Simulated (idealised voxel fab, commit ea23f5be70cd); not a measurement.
Proc. module: voxel gate over fins
Section shown: cut. Width: 250 nm. Cell size: 5 nm, square.
In this document a cross-section is written as a grid of square cells. It is given as a series of bands, listed from the top down, and a band is one or more rows of cells. A band entry consists of two parts. The first gives the height of the band's top and the height of its bottom, in nm. The rest lists the band's materials from left to right, each with its width in nm. A single material labelled with the word "full width" fills the band from edge to edge, and the word "air" marks empty space. Heights from 0 (as-received wafer is one material below). Bottom band endless downward, as "0 down". The notation "30->40" denotes a width that varies across the rows of cells in the band, beginning at the first number in the top row, finishing at the second number in the bottom row, and changing by an identical amount from each row to the next. It should be understood that the words "stayed the same", when stated for a given step, signify that the cross-section underwent no change in any of its cells during that step. The label "Enclosed internal voids" introduces a list of the empty spaces, 8 cells or larger, that have no open way up to the top; each entry in it reads width x height at distance, where the distance is taken from the left edge and all three are stated in nm. If you see something after the settings on a step's line, that's the simulator's own remark about that step. For masked steps, "overlay nm" on the step line gives how far right of plan the mask actually lay; a minus sign means it lay to the left.
**The planned process steps are enumerated hereunder**
- 1: RECEIVE,material Si
- 2: CONFORMAL_DEP,material SiN,thk nm 10
- 3: PATTERN,tone cover,mask id FINS,material resist,width nm 15,pitch nm 50,thk nm 20,overlay nm 0
- 4: DIRECTIONAL_ETCH,etch materials SiN,depth nm 10
- 5: DIRECTIONAL_ETCH,etch materials Si,depth nm 30
- 6: STRIP,etch materials resist
- 7: FILL_DEP,material SiO2,thk nm 5
- 8: CMP,height nm 10
- 9: MASKED_ETCH,tone open,mask id RAIL,width nm 15,etch materials SiO2,depth nm 35,overlay nm 0
- 10: CONFORMAL_DEP,material TiN,thk nm 5
- 11: FILL_DEP,material W,thk nm 10
- 12: CMP,height nm 10
- 13: SELECTIVE_ETCH,etch materials W Ru TiN,depth nm 30
- 14: FILL_DEP,material SiO2,thk nm 5
- 15: CMP,height nm 10
- 16: SELECTIVE_ETCH,etch materials SiO2,depth nm 25
- 17: STRIP,etch materials SiN
- 18: CONFORMAL_DEP,material HfO2,thk nm 5
- 19: CONFORMAL_DEP,material TiN,thk nm 5
- 20: CONFORMAL_DEP,material TiAl,thk nm 5
- 21: CONFORMAL_DEP,material TiN,thk nm 5
- 22: FILL_DEP,material W,thk nm 15
- 23: CMP,height nm 30
- 24: CONFORMAL_DEP,material SiCN,thk nm 5
**The first of two wafers, run as planned**
**As-received wafer cross-section (after step 1)**
- 0 down: Si full width
- Enclosed internal voids: none
**after step 2**
- 10 to 0: SiN full width
- Whatever lies below 0 is exactly as it was before.
**after step 3**
- 30 to 10: air: 65 | resist: 15 | air: 35 | resist: 15 | air: 35 | resist: 15 | air: 70
- Whatever lies below 10 is exactly as it was before.
**after step 4**
- 30 to 10: air: 65 | resist: 15 | air: 35 | resist: 15 | air: 35 | resist: 15 | air: 70
- 10 to 0: air: 65 | SiN: 15 | air: 35 | SiN: 15 | air: 35 | SiN: 15 | air: 70
- Whatever lies below 0 is exactly as it was before.
**after step 5**
- 30 to 10: air: 65 | resist: 15 | air: 35 | resist: 15 | air: 35 | resist: 15 | air: 70
- 10 to 0: air: 65 | SiN: 15 | air: 35 | SiN: 15 | air: 35 | SiN: 15 | air: 70
- 0 to -30: air: 65 | Si: 15 | air: 35 | Si: 15 | air: 35 | Si: 15 | air: 70
- Whatever lies below -30 is exactly as it was before.
**after step 6**
- 10 to 0: air: 65 | SiN: 15 | air: 35 | SiN: 15 | air: 35 | SiN: 15 | air: 70
- Whatever lies below 0 is exactly as it was before.
**after step 7**
- 15 to 10: SiO2 full width
- 10 to 0: SiO2: 65 | SiN: 15 | SiO2: 35 | SiN: 15 | SiO2: 35 | SiN: 15 | SiO2: 70
- 0 to -30: SiO2: 65 | Si: 15 | SiO2: 35 | Si: 15 | SiO2: 35 | Si: 15 | SiO2: 70
- Whatever lies below -30 is exactly as it was before.
**after step 8**
- 10 to 0: SiO2: 65 | SiN: 15 | SiO2: 35 | SiN: 15 | SiO2: 35 | SiN: 15 | SiO2: 70
- Whatever lies below 0 is exactly as it was before.
**after step 9**
- 10 to 0: SiO2: 65 | SiN: 15 | SiO2: 10 | air: 15 | SiO2: 10 | SiN: 15 | SiO2: 35 | SiN: 15 | SiO2: 70
- 0 to -25: SiO2: 65 | Si: 15 | SiO2: 10 | air: 15 | SiO2: 10 | Si: 15 | SiO2: 35 | Si: 15 | SiO2: 70
- Whatever lies below -25 is exactly as it was before.
**after step 10**
- 15 to 10: TiN: 95 | air: 5 | TiN: 150
- 10 to 0: SiO2: 65 | SiN: 15 | SiO2: 10 | TiN: 5 | air: 5 | TiN: 5 | SiO2: 10 | SiN: 15 | SiO2: 35 | SiN: 15 | SiO2: 70
- 0 to -20: SiO2: 65 | Si: 15 | SiO2: 10 | TiN: 5 | air: 5 | TiN: 5 | SiO2: 10 | Si: 15 | SiO2: 35 | Si: 15 | SiO2: 70
- -20 to -25: SiO2: 65 | Si: 15 | SiO2: 10 | TiN: 15 | SiO2: 10 | Si: 15 | SiO2: 35 | Si: 15 | SiO2: 70
- Whatever lies below -25 is exactly as it was before.
**after step 11**
- 25 to 15: W full width
- 15 to 10: TiN: 95 | W: 5 | TiN: 150
- 10 to 0: SiO2: 65 | SiN: 15 | SiO2: 10 | TiN: 5 | W: 5 | TiN: 5 | SiO2: 10 | SiN: 15 | SiO2: 35 | SiN: 15 | SiO2: 70
- 0 to -20: SiO2: 65 | Si: 15 | SiO2: 10 | TiN: 5 | W: 5 | TiN: 5 | SiO2: 10 | Si: 15 | SiO2: 35 | Si: 15 | SiO2: 70
- Whatever lies below -20 is exactly as it was before.
**after step 12**
- 10 to 0: SiO2: 65 | SiN: 15 | SiO2: 10 | TiN: 5 | W: 5 | TiN: 5 | SiO2: 10 | SiN: 15 | SiO2: 35 | SiN: 15 | SiO2: 70
- Whatever lies below 0 is exactly as it was before.
**after step 13**
- 10 to 0: SiO2: 65 | SiN: 15 | SiO2: 10 | air: 15 | SiO2: 10 | SiN: 15 | SiO2: 35 | SiN: 15 | SiO2: 70
- 0 to -20: SiO2: 65 | Si: 15 | SiO2: 10 | air: 15 | SiO2: 10 | Si: 15 | SiO2: 35 | Si: 15 | SiO2: 70
- Whatever lies below -20 is exactly as it was before.
**after step 14**
- 15 to 10: SiO2 full width
- 10 to 0: SiO2: 65 | SiN: 15 | SiO2: 35 | SiN: 15 | SiO2: 35 | SiN: 15 | SiO2: 70
- 0 to -20: SiO2: 65 | Si: 15 | SiO2: 35 | Si: 15 | SiO2: 35 | Si: 15 | SiO2: 70
- Whatever lies below -20 is exactly as it was before.
**after step 15**
- 10 to 0: SiO2: 65 | SiN: 15 | SiO2: 35 | SiN: 15 | SiO2: 35 | SiN: 15 | SiO2: 70
- Whatever lies below 0 is exactly as it was before.
**after step 16**
- 10 to 0: air: 65 | SiN: 15 | air: 35 | SiN: 15 | air: 35 | SiN: 15 | air: 70
- 0 to -15: air: 65 | Si: 15 | air: 35 | Si: 15 | air: 35 | Si: 15 | air: 70
- Whatever lies below -15 is exactly as it was before.
**after step 17**
- 0 to -15: air: 65 | Si: 15 | air: 35 | Si: 15 | air: 35 | Si: 15 | air: 70
- Whatever lies below -15 is exactly as it was before.
**after step 18**
- 5 to 0: air: 60 | HfO2: 25 | air: 25 | HfO2: 25 | air: 25 | HfO2: 25 | air: 65
- 0 to -10: air: 60 | HfO2: 5 | Si: 15 | HfO2: 5 | air: 25 | HfO2: 5 | Si: 15 | HfO2: 5 | air: 25 | HfO2: 5 | Si: 15 | HfO2: 5 | air: 65
- -10 to -15: HfO2: 65 | Si: 15 | HfO2: 35 | Si: 15 | HfO2: 35 | Si: 15 | HfO2: 70
- Whatever lies below -15 is exactly as it was before.
**after step 19**
- 10 to 5: air: 55 | TiN: 35 | air: 15 | TiN: 35 | air: 15 | TiN: 35 | air: 60
- 5 to 0: air: 55 | TiN: 5 | HfO2: 25 | TiN: 5 | air: 15 | TiN: 5 | HfO2: 25 | TiN: 5 | air: 15 | TiN: 5 | HfO2: 25 | TiN: 5 | air: 60
- 0 to -5: air: 55 | TiN: 5 | HfO2: 5 | Si: 15 | HfO2: 5 | TiN: 5 | air: 15 | TiN: 5 | HfO2: 5 | Si: 15 | HfO2: 5 | TiN: 5 | air: 15 | TiN: 5 | HfO2: 5 | Si: 15 | HfO2: 5 | TiN: 5 | air: 60
- -5 to -10: TiN: 60 | HfO2: 5 | Si: 15 | HfO2: 5 | TiN: 25 | HfO2: 5 | Si: 15 | HfO2: 5 | TiN: 25 | HfO2: 5 | Si: 15 | HfO2: 5 | TiN: 65
- Whatever lies below -10 is exactly as it was before.
**after step 20**
- 15 to 10: air: 50 | TiAl: 45 | air: 5 | TiAl: 45 | air: 5 | TiAl: 45 | air: 55
- 10 to 5: air: 50 | TiAl: 5 | TiN: 35 | TiAl: 5 | air: 5 | TiAl: 5 | TiN: 35 | TiAl: 5 | air: 5 | TiAl: 5 | TiN: 35 | TiAl: 5 | air: 55
- 5 to 0: air: 50 | TiAl: 5 | TiN: 5 | HfO2: 25 | TiN: 5 | TiAl: 5 | air: 5 | TiAl: 5 | TiN: 5 | HfO2: 25 | TiN: 5 | TiAl: 5 | air: 5 | TiAl: 5 | TiN: 5 | HfO2: 25 | TiN: 5 | TiAl: 5 | air: 55
- 0 to -5: TiAl: 55 | TiN: 5 | HfO2: 5 | Si: 15 | HfO2: 5 | TiN: 5 | TiAl: 15 | TiN: 5 | HfO2: 5 | Si: 15 | HfO2: 5 | TiN: 5 | TiAl: 15 | TiN: 5 | HfO2: 5 | Si: 15 | HfO2: 5 | TiN: 5 | TiAl: 60
- Whatever lies below -5 is exactly as it was before.
**after step 21**
- 20 to 15: air: 45 | TiN: 155 | air: 50
- 15 to 10: air: 45 | TiN: 5 | TiAl: 45 | TiN: 5 | TiAl: 45 | TiN: 5 | TiAl: 45 | TiN: 5 | air: 50
- 10 to 5: air: 45 | TiN: 5 | TiAl: 5 | TiN: 35 | TiAl: 5 | TiN: 5 | TiAl: 5 | TiN: 35 | TiAl: 5 | TiN: 5 | TiAl: 5 | TiN: 35 | TiAl: 5 | TiN: 5 | air: 50
- 5 to 0: TiN: 50 | TiAl: 5 | TiN: 5 | HfO2: 25 | TiN: 5 | TiAl: 5 | TiN: 5 | TiAl: 5 | TiN: 5 | HfO2: 25 | TiN: 5 | TiAl: 5 | TiN: 5 | TiAl: 5 | TiN: 5 | HfO2: 25 | TiN: 5 | TiAl: 5 | TiN: 55
- Whatever lies below 0 is exactly as it was before.
**after step 22**
- 35 to 20: W full width
- 20 to 15: W: 45 | TiN: 155 | W: 50
- 15 to 10: W: 45 | TiN: 5 | TiAl: 45 | TiN: 5 | TiAl: 45 | TiN: 5 | TiAl: 45 | TiN: 5 | W: 50
- 10 to 5: W: 45 | TiN: 5 | TiAl: 5 | TiN: 35 | TiAl: 5 | TiN: 5 | TiAl: 5 | TiN: 35 | TiAl: 5 | TiN: 5 | TiAl: 5 | TiN: 35 | TiAl: 5 | TiN: 5 | W: 50
- Whatever lies below 5 is exactly as it was before.
**after step 23**
- 30 to 20: W full width
- Whatever lies below 20 is exactly as it was before.
**after step 24**
- 35 to 30: SiCN full width
- Whatever lies below 30 is exactly as it was before.
**Notes, second wafer: start = first wafer's, plan = first wafer's, execution had one mistake; history identical to first through step 18**
**Second wafer at the planned finish of step 19, seen in cross-section**
- 10 to 5: air: 55 | TiAl: 35 | air: 15 | TiAl: 35 | air: 15 | TiAl: 35 | air: 60
- 5 to 0: air: 55 | TiAl: 5 | HfO2: 25 | TiAl: 5 | air: 15 | TiAl: 5 | HfO2: 25 | TiAl: 5 | air: 15 | TiAl: 5 | HfO2: 25 | TiAl: 5 | air: 60
- 0 to -5: air: 55 | TiAl: 5 | HfO2: 5 | Si: 15 | HfO2: 5 | TiAl: 5 | air: 15 | TiAl: 5 | HfO2: 5 | Si: 15 | HfO2: 5 | TiAl: 5 | air: 15 | TiAl: 5 | HfO2: 5 | Si: 15 | HfO2: 5 | TiAl: 5 | air: 60
- -5 to -10: TiAl: 60 | HfO2: 5 | Si: 15 | HfO2: 5 | TiAl: 25 | HfO2: 5 | Si: 15 | HfO2: 5 | TiAl: 25 | HfO2: 5 | Si: 15 | HfO2: 5 | TiAl: 65
- Whatever lies below -10 is exactly as it was before.
**Second wafer at the planned finish of step 20, seen in cross-section**
- 15 to 10: air: 50 | TiN: 45 | air: 5 | TiN: 45 | air: 5 | TiN: 45 | air: 55
- 10 to 5: air: 50 | TiN: 5 | TiAl: 35 | TiN: 5 | air: 5 | TiN: 5 | TiAl: 35 | TiN: 5 | air: 5 | TiN: 5 | TiAl: 35 | TiN: 5 | air: 55
- 5 to 0: air: 50 | TiN: 5 | TiAl: 5 | HfO2: 25 | TiAl: 5 | TiN: 5 | air: 5 | TiN: 5 | TiAl: 5 | HfO2: 25 | TiAl: 5 | TiN: 5 | air: 5 | TiN: 5 | TiAl: 5 | HfO2: 25 | TiAl: 5 | TiN: 5 | air: 55
- 0 to -5: TiN: 55 | TiAl: 5 | HfO2: 5 | Si: 15 | HfO2: 5 | TiAl: 5 | TiN: 15 | TiAl: 5 | HfO2: 5 | Si: 15 | HfO2: 5 | TiAl: 5 | TiN: 15 | TiAl: 5 | HfO2: 5 | Si: 15 | HfO2: 5 | TiAl: 5 | TiN: 60
- Whatever lies below -5 is exactly as it was before.
**Second wafer at the planned finish of step 21, seen in cross-section**
- 20 to 10: air: 45 | TiN: 155 | air: 50
- 10 to 5: air: 45 | TiN: 10 | TiAl: 35 | TiN: 15 | TiAl: 35 | TiN: 15 | TiAl: 35 | TiN: 10 | air: 50
- 5 to 0: TiN: 55 | TiAl: 5 | HfO2: 25 | TiAl: 5 | TiN: 15 | TiAl: 5 | HfO2: 25 | TiAl: 5 | TiN: 15 | TiAl: 5 | HfO2: 25 | TiAl: 5 | TiN: 60
- Whatever lies below 0 is exactly as it was before.
**Second wafer at the planned finish of step 22, seen in cross-section**
- 35 to 20: W full width
- 20 to 10: W: 45 | TiN: 155 | W: 50
- 10 to 5: W: 45 | TiN: 10 | TiAl: 35 | TiN: 15 | TiAl: 35 | TiN: 15 | TiAl: 35 | TiN: 10 | W: 50
- Whatever lies below 5 is exactly as it was before.
**Second wafer at the planned finish of step 23, seen in cross-section**
- 30 to 20: W full width
- Whatever lies below 20 is exactly as it was before.
**Second wafer at the planned finish of step 24, seen in cross-section**
- 35 to 30: SiCN full width
- Whatever lies below 30 is exactly as it was before.
Want to know what went wrong? plan vs actual: 19 and 20 interchanged
If you tally the cells, the second wafer ends up with the same amount of every material as the first; it's all just sitting in different places.
